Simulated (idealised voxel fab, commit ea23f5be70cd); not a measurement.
process module | voxel transistor to metal
cross-section cut | 200 nm wide | cells 5 nm
A cross-section is a grid of square cells, given in bands from the top down. A band is one or more rows of cells.
Each band's line starts with the height of the band's top and of its bottom, in nm. Then come its materials from left to right, each with its width in nm. One material with "throughout" fills the band from edge to edge. "air" is empty space.
Height 0 is the level under which the wafer as received is all one material. The lowest band goes on downwards, as in "0 down".
A width such as "30 to 40" changes by the same amount from each row of cells to the next, from the band's top row to its bottom row.
"no change" after a step means that no cell of the cross-section changed.
closed voids: empty space of 8 cells or more with no open way to the top, each as width x height at its distance from the left edge, in nm
after a step's settings: what the simulator itself notes on the step
overlay nm, on a step with a mask: how far to the right of its planned place the mask lay; to the left if negative
plan
1 op RECEIVE | material Si
2 op CONFORMAL_DEP | material SiO2 | thk nm 5
3 op CONFORMAL_DEP | material SiN | thk nm 10
4 op PATTERN | tone cover | mask id ACTIVE | material resist | width nm 120 | thk nm 15 | overlay nm 0
5 op DIRECTIONAL_ETCH | etch materials SiN | depth nm 10
6 op DIRECTIONAL_ETCH | etch materials SiO2 | depth nm 5
7 op DIRECTIONAL_ETCH | etch materials Si | depth nm 20
8 op STRIP | etch materials resist
9 op OXIDIZE | depth nm 5
10 op FILL_DEP | material SiO2 | thk nm 10
11 op CMP | height nm 15
12 op SELECTIVE_ETCH | etch materials SiO2 | depth nm 10
13 op STRIP | etch materials SiN
14 op SELECTIVE_ETCH | etch materials SiO2 | depth nm 5
15 op OXIDIZE | depth nm 5
16 op DIRECTIONAL_DEP | material polySi | thk nm 25
17 op DIRECTIONAL_DEP | material SiCN | thk nm 15
18 op DIRECTIONAL_DEP | material aC | thk nm 15
19 op PATTERN | tone cover | mask id GATE | material resist | width nm 20 | thk nm 35 | overlay nm 0
20 op DIRECTIONAL_ETCH | etch materials aC | depth nm 15
21 op STRIP | etch materials resist
22 op DIRECTIONAL_ETCH | etch materials SiCN | depth nm 25
23 op DIRECTIONAL_ETCH | etch materials polySi | depth nm 40
24 op STRIP | etch materials aC
25 op CONFORMAL_DEP | material SiO2 | thk nm 5
26 op DIRECTIONAL_ETCH | etch materials SiO2 | depth nm 5
27 op CONFORMAL_DEP | material SiN | thk nm 5
28 op DIRECTIONAL_ETCH | etch materials SiN | depth nm 5
29 op DIRECTIONAL_ETCH | etch materials SiO2 | depth nm 5
30 op DIRECTIONAL_ETCH | etch materials Si | depth nm 5
31 op EPI | material nSi | thk nm 5
32 op FILL_DEP | material SiO2 | thk nm 5
33 op CMP | height nm 45
34 op DIRECTIONAL_DEP | material SiO2 | thk nm 15
35 op DIRECTIONAL_DEP | material aC | thk nm 15
36 op PATTERN | tone open | mask id CONTACT | material resist | width nm 20 | pitch nm 80 | thk nm 30 | overlay nm 0
37 op DIRECTIONAL_ETCH | etch materials aC | depth nm 15
38 op STRIP | etch materials resist
39 op DIRECTIONAL_ETCH | etch materials SiO2 | depth nm 65
40 op STRIP | etch materials aC
41 op CONFORMAL_DEP | material TiN | thk nm 5
42 op FILL_DEP | material W | thk nm 10
43 op CMP | height nm 60
44 op DIRECTIONAL_DEP | material TiN | thk nm 5
45 op DIRECTIONAL_DEP | material Ru | thk nm 20
46 op PATTERN | tone cover | mask id METAL_1 | material resist | width nm 20 | pitch nm 80 | thk nm 20 | overlay nm 0
47 op DIRECTIONAL_ETCH | etch materials Ru | depth nm 20
48 op DIRECTIONAL_ETCH | etch materials TiN | depth nm 5
49 op STRIP | etch materials resist
50 op FILL_DEP | material lowk | thk nm 10
51 op CMP | height nm 85
52 op CONFORMAL_DEP | material SiCN | thk nm 5
varied across the wafers: thk nm of step 16. The plan shows the first wafer's value. All wafers start alike
first wafer as received, after step 1
  0 down: Si throughout
  closed voids: none
first wafer at the end, after step 52
  90 to 85: SiCN throughout
  85 to 65: lowk 50 | Ru 20 | lowk 60 | Ru 20 | lowk 50
  65 to 60: lowk 50 | TiN 20 | lowk 60 | TiN 20 | lowk 50
  60 to 40: SiO2 50 | TiN 5 | W 10 | TiN 5 | SiO2 60 | TiN 5 | W 10 | TiN 5 | SiO2 50
  40 to 25: SiO2 50 | TiN 5 | W 10 | TiN 5 | SiO2 10 | SiN 5 | SiO2 5 | SiCN 20 | SiO2 5 | SiN 5 | SiO2 10 | TiN 5 | W 10 | TiN 5 | SiO2 50
  25 to 0: SiO2 50 | TiN 5 | W 10 | TiN 5 | SiO2 10 | SiN 5 | SiO2 5 | polySi 20 | SiO2 5 | SiN 5 | SiO2 10 | TiN 5 | W 10 | TiN 5 | SiO2 50
  0 to -5: SiO2 50 | TiN 20 | SiO2 5 | nSi 5 | SiO2 40 | nSi 5 | SiO2 5 | TiN 20 | SiO2 50
  -5 to -10: SiO2 45 | nSi 35 | Si 40 | nSi 35 | SiO2 45
  -10 to -25: SiO2 45 | Si 110 | SiO2 45
  -25 down: Si throughout
  closed voids: none
last wafer at the end
  90 to 85: SiCN throughout
  85 to 65: lowk 50 | Ru 20 | lowk 60 | Ru 20 | lowk 50
  65 to 60: lowk 50 | TiN 20 | lowk 60 | TiN 20 | lowk 50
  60 to 45: SiO2 50 | TiN 5 | W 10 | TiN 5 | SiO2 60 | TiN 5 | W 10 | TiN 5 | SiO2 50
  45 to 40: SiO2 50 | TiN 5 | W 10 | TiN 5 | SiO2 10 | SiN 5 | SiO2 5 | SiCN 20 | SiO2 5 | SiN 5 | SiO2 10 | TiN 5 | W 10 | TiN 5 | SiO2 50
  40 to 0: SiO2 50 | TiN 5 | W 10 | TiN 5 | SiO2 10 | SiN 5 | SiO2 5 | polySi 20 | SiO2 5 | SiN 5 | SiO2 10 | TiN 5 | W 10 | TiN 5 | SiO2 50
  0 to -5: SiO2 50 | TiN 20 | SiO2 5 | nSi 5 | SiO2 40 | nSi 5 | SiO2 5 | TiN 20 | SiO2 50
  -5 to -10: SiO2 45 | nSi 35 | Si 40 | nSi 35 | SiO2 45
  -10 to -25: SiO2 45 | Si 110 | SiO2 45
  -25 down: Si throughout
  closed voids: none
each wafer at the end: cells of each material gained (+) or lost (-) since it was received, then its closed voids
thk nm 25 | +32 Ru | -126 Si | +52 SiCN | +16 SiN | +438 SiO2 | +64 TiN | +48 W | +160 lowk | +16 nSi | +20 polySi | closed voids: none
thk nm 30 | +32 Ru | -126 Si | +52 SiCN | +18 SiN | +432 SiO2 | +64 TiN | +48 W | +160 lowk | +16 nSi | +24 polySi | closed voids: none
thk nm 35 | +32 Ru | -126 Si | +48 SiCN | +18 SiN | +432 SiO2 | +64 TiN | +48 W | +160 lowk | +16 nSi | +28 polySi | closed voids: none
thk nm 40 | +32 Ru | -126 Si | +44 SiCN | +18 SiN | +432 SiO2 | +64 TiN | +48 W | +160 lowk | +16 nSi | +32 polySi | closed voids: none
